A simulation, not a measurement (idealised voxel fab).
process module | voxel gate over fins
cross-section cut | 140 nm wide | cells 5 nm
A cross-section is a grid of square cells, given in bands from the top down. A band is one or more rows of cells.
Each band's line starts with the height of the band's top and of its bottom, in nm. Then come its materials from left to right, each with its width in nm. One material with "throughout" fills the band from edge to edge. "air" is empty space.
Height 0 is the level under which the wafer as received is all one material. The lowest band goes on downwards, as in "0 down".
A width such as "30 to 40" changes by the same amount from each row of cells to the next, from the band's top row to its bottom row.
"no change" after a step means that no cell of the cross-section changed.
closed voids: empty space of 8 cells or more with no open way to the top, each as width x height at its distance from the left edge, in nm
after a step's settings: what the simulator itself notes on the step
overlay nm, on a step with a mask: how far to the right of its planned place the mask lay; to the left if negative
plan
1 op RECEIVE | material Si
2 op CONFORMAL_DEP | material SiN | thk nm 5
3 op MASKED_ETCH | tone cover | mask id FINS | width nm 15 | pitch nm 45 | etch materials SiN | depth nm 5 | overlay nm 0
4 op MASKED_ETCH | tone cover | mask id FINS | width nm 15 | pitch nm 45 | etch materials Si | depth nm 40 | overlay nm 0
5 op OXIDIZE | depth nm 5
6 op FILL_DEP | material SiO2 | thk nm 5
7 op CMP | height nm 5
8 op SELECTIVE_ETCH | etch materials SiO2 | depth nm 20
9 op STRIP | etch materials SiN
10 op CONFORMAL_DEP | material HfO2 | thk nm 5
11 op CONFORMAL_DEP | material TiN | thk nm 5
12 op FILL_DEP | material W | thk nm 15
13 op CMP | height nm 20
14 op CONFORMAL_DEP | material SiN | thk nm 10
as received, after step 1
  0 down: Si throughout
  closed voids: none
first wafer at the end, as planned
  30 to 20: SiN throughout
  20 to 10: W throughout
  10 to 5: W 10 | TiN 25 | W 20 | TiN 25 | W 20 | TiN 25 | W 15
  5 to 0: W 10 | TiN 5 | HfO2 15 | TiN 5 | W 20 | TiN 5 | HfO2 15 | TiN 5 | W 20 | TiN 5 | HfO2 15 | TiN 5 | W 15
  0 to -5: W 10 | TiN 5 | HfO2 5 | Si 5 | HfO2 5 | TiN 5 | W 20 | TiN 5 | HfO2 5 | Si 5 | HfO2 5 | TiN 5 | W 20 | TiN 5 | HfO2 5 | Si 5 | HfO2 5 | TiN 5 | W 15
  -5 to -10: TiN 15 | HfO2 5 | Si 5 | HfO2 5 | TiN 30 | HfO2 5 | Si 5 | HfO2 5 | TiN 30 | HfO2 5 | Si 5 | HfO2 5 | TiN 20
  -10 to -15: HfO2 20 | Si 5 | HfO2 40 | Si 5 | HfO2 40 | Si 5 | HfO2 25
  -15 to -45: SiO2 20 | Si 5 | SiO2 40 | Si 5 | SiO2 40 | Si 5 | SiO2 25
  -45 down: Si throughout
  closed voids: none
second wafer at the end: like start, like plan, one mistake
  30 to 20: SiN throughout
  20 to 10: W throughout
  10 to 5: W 10 | TiN 25 | W 20 | TiN 25 | W 20 | TiN 25 | W 15
  5 to 0: W 10 | TiN 5 | HfO2 15 | TiN 5 | W 20 | TiN 5 | HfO2 15 | TiN 5 | W 20 | TiN 5 | HfO2 15 | TiN 5 | W 15
  0 to -25: W 10 | TiN 5 | HfO2 5 | Si 5 | HfO2 5 | TiN 5 | W 20 | TiN 5 | HfO2 5 | Si 5 | HfO2 5 | TiN 5 | W 20 | TiN 5 | HfO2 5 | Si 5 | HfO2 5 | TiN 5 | W 15
  -25 to -30: TiN 15 | HfO2 5 | Si 5 | HfO2 5 | TiN 30 | HfO2 5 | Si 5 | HfO2 5 | TiN 30 | HfO2 5 | Si 5 | HfO2 5 | TiN 20
  -30 to -35: HfO2 20 | Si 5 | HfO2 40 | Si 5 | HfO2 40 | Si 5 | HfO2 25
  -35 to -45: SiO2 20 | Si 5 | SiO2 40 | Si 5 | SiO2 40 | Si 5 | SiO2 25
  -45 down: Si throughout
  closed voids: none
what went wrong: step 8 was run twice
at the end the second wafer has, in cells: 24 more of HfO2 | 100 fewer of SiO2 | 24 more of TiN | 52 more of W
